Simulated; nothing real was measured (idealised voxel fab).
This section sets out a process module, namely voxel wiring stack.
Square cells of 5 nm make up the cross-section cut, whose width is 235 nm.
Cross-sections here: square-cell grids, written as top-down lists of bands, a band being one or more rows of cells. Quick guide to a band line: top height, bottom height (nm) up front; then every material left to right with its width in nm. Only one material and it's marked "everywhere"? Then it fills the band edge to edge. And "blank" just means empty space. Where do heights start? At 0: under that level the wafer as delivered is made of one material only. And the lowest band has no floor; it just carries on downward, as in "top 0, no bottom". Graded width ("30..40"): value in top row of band = first number; value in bottom row = second number; row-to-row change constant. The designation "changes: none", where it is given for a processing step, indicates that no cell of the cross-section was altered in the course of that step. So "Sealed void inventory" is basically the list of trapped voids: any empty space of 8 cells or more that can't reach the top through an opening. They're written width x height at distance, the distance being from the left edge, and it's all nm. On each step's line, the part that comes after the settings is the simulator's own comment on the step. Steps that use a mask can have "overlay nm" on their line. It says how far the mask sat to the right of where it was meant to be. Negative means to the left.
### The process steps that were planned are listed below
- 1: RECEIVE,material Si
- 2: CONFORMAL_DEP,material SiO2,thk nm 10
- 3: CONFORMAL_DEP,material SiN,thk nm 5
- 4: DIRECTIONAL_DEP,material lowk,thk nm 20
- 5: DIRECTIONAL_DEP,material aC,thk nm 10
- 6: PATTERN,tone open,mask id METAL_1,material resist,width nm 20,pitch nm 45,thk nm 30,overlay nm 0
- 7: DIRECTIONAL_ETCH,etch materials aC,depth nm 10
- 8: STRIP,etch materials resist
- 9: DIRECTIONAL_ETCH,etch materials lowk,depth nm 20
- 10: DIRECTIONAL_ETCH,etch materials SiN,depth nm 5
- 11: STRIP,etch materials aC
- 12: CONFORMAL_DEP,material TiN,thk nm 5
- 13: FILL_DEP,material Ru,thk nm 5
- 14: CMP,height nm 35
- 15: CONFORMAL_DEP,material SiCN,thk nm 5
- 16: DIRECTIONAL_DEP,material lowk,thk nm 35
- 17: MASKED_ETCH,tone open,mask id METAL_2_HOLES,width nm 15,pitch nm 45,etch materials lowk,depth nm 35,overlay nm 0
- 18: DIRECTIONAL_DEP,material aC,thk nm 10
- 19: PATTERN,tone open,mask id METAL_2,material resist,width nm 20,pitch nm 45,thk nm 25,overlay nm 0
- 20: DIRECTIONAL_ETCH,etch materials aC,depth nm 10
- 21: STRIP,etch materials resist
- 22: DIRECTIONAL_ETCH,etch materials lowk,depth nm 20
- 23: DIRECTIONAL_ETCH,etch materials SiCN,depth nm 5
- 24: STRIP,etch materials aC
- 25: CONFORMAL_DEP,material TiN,thk nm 5
- 26: FILL_DEP,material Ru,thk nm 5
- 27: CMP,height nm 75
- 28: CONFORMAL_DEP,material SiCN,thk nm 5
### Delivered wafer in cross-section: state after step 1
    top 0, no bottom = Si everywhere
    Sealed void inventory: none
### Cross-section, first of two wafers, end of module, run as planned
    top 80, bottom 75 = SiCN everywhere
    top 75, bottom 60 = 85 nm lowk, 5 nm TiN, 10 nm Ru, 5 nm TiN, 25 nm lowk, 5 nm TiN, 10 nm Ru, 5 nm TiN, 85 nm lowk
    top 60, bottom 55 = 85 nm lowk, 5 nm TiN, 5 nm Ru, 10 nm TiN, 25 nm lowk, 5 nm TiN, 5 nm Ru, 10 nm TiN, 85 nm lowk
    top 55, bottom 40 = 85 nm lowk, 5 nm TiN, 5 nm Ru, 5 nm TiN, 30 nm lowk, 5 nm TiN, 5 nm Ru, 5 nm TiN, 90 nm lowk
    top 40, bottom 35 = 85 nm SiCN, 15 nm TiN, 30 nm SiCN, 15 nm TiN, 90 nm SiCN
    top 35, bottom 15 = 85 nm lowk, 5 nm TiN, 10 nm Ru, 5 nm TiN, 25 nm lowk, 5 nm TiN, 10 nm Ru, 5 nm TiN, 85 nm lowk
    top 15, bottom 10 = 85 nm SiN, 20 nm TiN, 25 nm SiN, 20 nm TiN, 85 nm SiN
    top 10, bottom 0 = SiO2 everywhere
    top 0, no bottom = Si everywhere
    Sealed void inventory: none
### Cross-section, second wafer: same start as the first, same plan as the first, one mistake in running it; taken at the end of the module
    top 80, bottom 75 = SiCN everywhere
    top 75, bottom 50 = 85 nm lowk, 5 nm TiN, 10 nm Ru, 5 nm TiN, 25 nm lowk, 5 nm TiN, 10 nm Ru, 5 nm TiN, 85 nm lowk
    top 50, bottom 40 = 85 nm lowk, 5 nm TiN, 5 nm Ru, 10..5 nm TiN, 25..30 nm lowk, 5 nm TiN, 5 nm Ru, 10..5 nm TiN, 85..90 nm lowk
    top 40, bottom 35 = 85 nm SiCN, 15 nm TiN, 30 nm SiCN, 15 nm TiN, 90 nm SiCN
    top 35, bottom 15 = 85 nm lowk, 5 nm TiN, 10 nm Ru, 5 nm TiN, 25 nm lowk, 5 nm TiN, 10 nm Ru, 5 nm TiN, 85 nm lowk
    top 15, bottom 10 = 85 nm SiN, 20 nm TiN, 25 nm SiN, 20 nm TiN, 85 nm SiN
    top 10, bottom 0 = SiO2 everywhere
    top 0, no bottom = Si everywhere
    Sealed void inventory: none
Where did the run depart from the plan? step 22 deviated from plan and actually ran as DIRECTIONAL_ETCH,etch materials lowk,depth nm 30
Final difference in cells, second wafer against first, listed per material as more or fewer: +4 Ru | -4 lowk
